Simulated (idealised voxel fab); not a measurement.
Process module name: voxel double patterning
Cross-sectional view cut (width: 260 nm; square cell size: 5 nm).
When this document writes out a cross-section, it uses a grid of square cells and lists it as bands, beginning at the top and moving down, with a band standing for one or more rows of cells. Quick guide to a band line: top height, bottom height (nm) up front; then every material left to right with its width in nm. Only one material and it's marked "all across"? Then it fills the band edge to edge. And "empty" just means empty space. Height reference: 0 = level under which incoming wafer is all one material. Lowest band: no bottom, runs on downward, e.g. "0..down". Width spec "30..40" -> top row of cells at first value, bottom row at second value, equal per-row change in between. "nothing got changed" means the step left every cell of the cross-section as it was. You'll see "Fully sealed voids" listing empty spaces that have no way open to the top, as long as they're 8 cells or more; the notation is width x height at distance, where the distance is from the left edge, and all of it is in nm. Anything after a step's settings on that line? It's the simulator's own note about the step. On any step carrying a mask, the "overlay nm" setting, if present on the step's line, tells how far right of its planned place the mask lay; negative values point to the left.
-- Planned process steps
- 1: RECEIVE,material Si
- 2: CONFORMAL_DEP,material SiO2,thk nm 5
- 3: DIRECTIONAL_DEP,material TiN,thk nm 15
- 4: DIRECTIONAL_DEP,material SiCN,thk nm 10
- 5: MASKED_ETCH,tone open,mask id FIRST,width nm 15,pitch nm 50,etch materials SiCN,depth nm 10,overlay nm 0
- 6: MASKED_ETCH,tone open,mask id SECOND,width nm 15,pitch nm 50,etch materials SiCN,depth nm 10,overlay nm 0
- 7: DIRECTIONAL_ETCH,etch materials TiN,depth nm 15
- 8: STRIP,etch materials SiCN
-- On the first of the two wafers: run conducted according to plan
-- Cross-sectional view of the wafer in its as-received condition, corresponding to the state after step 1
	0..down | Si all across
	Fully sealed voids: none
-- Cross-section through the wafer, step 2 finished
	5..0 | SiO2 all across
	Beneath the level 0, the cross-section is identical to its previous state.
-- Cross-section through the wafer, step 3 finished
	20..5 | TiN all across
	Beneath the level 5, the cross-section is identical to its previous state.
-- Cross-section through the wafer, step 4 finished
	30..20 | SiCN all across
	Beneath the level 20, the cross-section is identical to its previous state.
-- Cross-section through the wafer, step 5 finished
	30..20 | SiCN (70)  empty (15)  SiCN (35)  empty (15)  SiCN (35)  empty (15)  SiCN (75)
	Beneath the level 20, the cross-section is identical to its previous state.
-- Cross-section through the wafer, step 6 finished
	30..20 | SiCN (70)  empty (15)  SiCN (10)  empty (15)  SiCN (10)  empty (15)  SiCN (10)  empty (15)  SiCN (10)  empty (15)  SiCN (75)
	Beneath the level 20, the cross-section is identical to its previous state.
-- Cross-section through the wafer, step 7 finished
	30..20 | SiCN (70)  empty (15)  SiCN (10)  empty (15)  SiCN (10)  empty (15)  SiCN (10)  empty (15)  SiCN (10)  empty (15)  SiCN (75)
	20..5 | TiN (70)  empty (15)  TiN (10)  empty (15)  TiN (10)  empty (15)  TiN (10)  empty (15)  TiN (10)  empty (15)  TiN (75)
	Beneath the level 5, the cross-section is identical to its previous state.
-- Cross-section through the wafer, step 8 finished
	20..5 | TiN (70)  empty (15)  TiN (10)  empty (15)  TiN (10)  empty (15)  TiN (10)  empty (15)  TiN (10)  empty (15)  TiN (75)
	Beneath the level 5, the cross-section is identical to its previous state.
-- Notes, second wafer: start = first wafer's, plan = first wafer's, execution had one mistake; history identical to first through step 1
X-section, second wafer, when step 2 was due to finish: nothing got changed
-- X-section, second wafer, when step 3 was due to finish
	15..0 | TiN all across
	Beneath the level 0, the cross-section is identical to its previous state.
-- X-section, second wafer, when step 4 was due to finish
	25..15 | SiCN all across
	Beneath the level 15, the cross-section is identical to its previous state.
-- X-section, second wafer, when step 5 was due to finish
	25..15 | SiCN (70)  empty (15)  SiCN (35)  empty (15)  SiCN (35)  empty (15)  SiCN (75)
	Beneath the level 15, the cross-section is identical to its previous state.
-- X-section, second wafer, when step 6 was due to finish
	25..15 | SiCN (70)  empty (15)  SiCN (10)  empty (15)  SiCN (10)  empty (15)  SiCN (10)  empty (15)  SiCN (10)  empty (15)  SiCN (75)
	Beneath the level 15, the cross-section is identical to its previous state.
-- X-section, second wafer, when step 7 was due to finish
	25..15 | SiCN (70)  empty (15)  SiCN (10)  empty (15)  SiCN (10)  empty (15)  SiCN (10)  empty (15)  SiCN (10)  empty (15)  SiCN (75)
	15..0 | TiN (70)  empty (15)  TiN (10)  empty (15)  TiN (10)  empty (15)  TiN (10)  empty (15)  TiN (10)  empty (15)  TiN (75)
	Beneath the level 0, the cross-section is identical to its previous state.
-- X-section, second wafer, when step 8 was due to finish
	15..0 | TiN (70)  empty (15)  TiN (10)  empty (15)  TiN (10)  empty (15)  TiN (10)  empty (15)  TiN (10)  empty (15)  TiN (75)
	Beneath the level 0, the cross-section is identical to its previous state.
Heads up, the wafer didn't run the way we planned it: not run: step 2 of the plan (skipped)
The final cell counts differ between the wafers, with the second having more or fewer of some materials than the first: -52 SiO2
